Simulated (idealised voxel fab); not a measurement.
Documented hereafter: the process module known as voxel self aligned vias.
Cross-section cut: width 295 nm, square cells of 5 nm.
Cross-section, as written here: a square-cell grid given band by band from the top down, where a band holds one or more rows of cells. Band: top and bottom heights (nm) first, top before bottom; then materials from left to right, widths in nm. "all across" marks a sole material filling the band edge to edge. "air" denotes empty space. Heights are reckoned from 0. Under this level, the received wafer is all of one material. The bottommost band is open-ended downward, for example "0 nm and below". It should be noted that a width expressed as "30 to 40" varies in equal increments from row to row of cells within the band, taking the value of the first number at the top row and that of the second number at the bottom row. Take "nothing different" at face value: in the step it is given for, the cross-section changed in none of its cells. Closed empty spaces (no open way to the top) of 8 cells or more are what "Enclosed empty spaces" lists, each as width x height at distance from the left edge, nm for all three. Anything after a step's settings on that line? It's the simulator's own note about the step. "overlay nm" on a masked step: distance the mask lay right of its planned place, negative for left.

THIS SECTION LISTS THE PROCESS STEPS THAT WERE PLANNED
1) RECEIVE with material Si
2) CONFORMAL_DEP with material SiO2, thk nm 10
3) CONFORMAL_DEP with material SiCN, thk nm 5
4) DIRECTIONAL_DEP with material lowk, thk nm 30
5) DIRECTIONAL_DEP with material aC, thk nm 15
6) PATTERN with tone open, mask id LINES, material resist, width nm 30, pitch nm 70, thk nm 35, overlay nm 0
7) DIRECTIONAL_ETCH with etch materials aC, depth nm 15
8) STRIP with etch materials resist
9) DIRECTIONAL_ETCH with etch materials lowk, depth nm 30
10) STRIP with etch materials aC
11) CONFORMAL_DEP with material TiN, thk nm 5
12) FILL_DEP with material W, thk nm 10
13) CMP with height nm 45
14) SELECTIVE_ETCH with etch materials W Ru TiN, depth nm 10
15) FILL_DEP with material SiN, thk nm 10
16) CMP with height nm 45
17) DIRECTIONAL_DEP with material lowk, thk nm 20
18) PATTERN with tone open, mask id VIAS, material resist, width nm 40, thk nm 15, overlay nm 0
19) DIRECTIONAL_ETCH with etch materials lowk, depth nm 20
20) DIRECTIONAL_ETCH with etch materials SiN, depth nm 10
21) STRIP with etch materials resist
22) CONFORMAL_DEP with material TiN, thk nm 5
23) FILL_DEP with material W, thk nm 5
24) CMP with height nm 65
25) CONFORMAL_DEP with material SiCN, thk nm 5

CROSS-SECTION OF THE WAFER AT RECEIPT, WHICH IS THE CONDITION AFTER STEP 1
- 0 nm and below = Si all across
- Enclosed empty spaces: none

BELOW IS THE WAFER IN CROSS-SECTION AFTER THE MODULE WAS COMPLETED. IT BEGAN FROM THE STARTING POINT SHOWN ABOVE AND FOLLOWED THE PLAN SHOWN ABOVE, EXCEPT THAT ONE MISTAKE WAS MADE WHILE RUNNING IT
- 70 nm to 65 nm = SiCN all across
- 65 nm to 45 nm = lowk 90 nm, TiN 5 nm, W 30 nm, TiN 5 nm, lowk 165 nm
- 45 nm to 40 nm = SiN 90 nm, TiN 5 nm, W 30 nm, TiN 5 nm, SiN 165 nm
- 40 nm to 35 nm = SiN 90 nm, TiN 40 nm, SiN 165 nm
- 35 nm to 10 nm = lowk 95 nm, TiN 5 nm, W 20 nm, TiN 5 nm, lowk 40 nm, TiN 5 nm, W 20 nm, TiN 5 nm, lowk 100 nm
- 10 nm to 5 nm = lowk 95 nm, TiN 30 nm, lowk 40 nm, TiN 30 nm, lowk 100 nm
- 5 nm to 0 nm = SiCN all across
- 0 nm and below = Si all across
- Enclosed empty spaces: none
Deviation from plan: plan step 2 was not performed, having been skipped
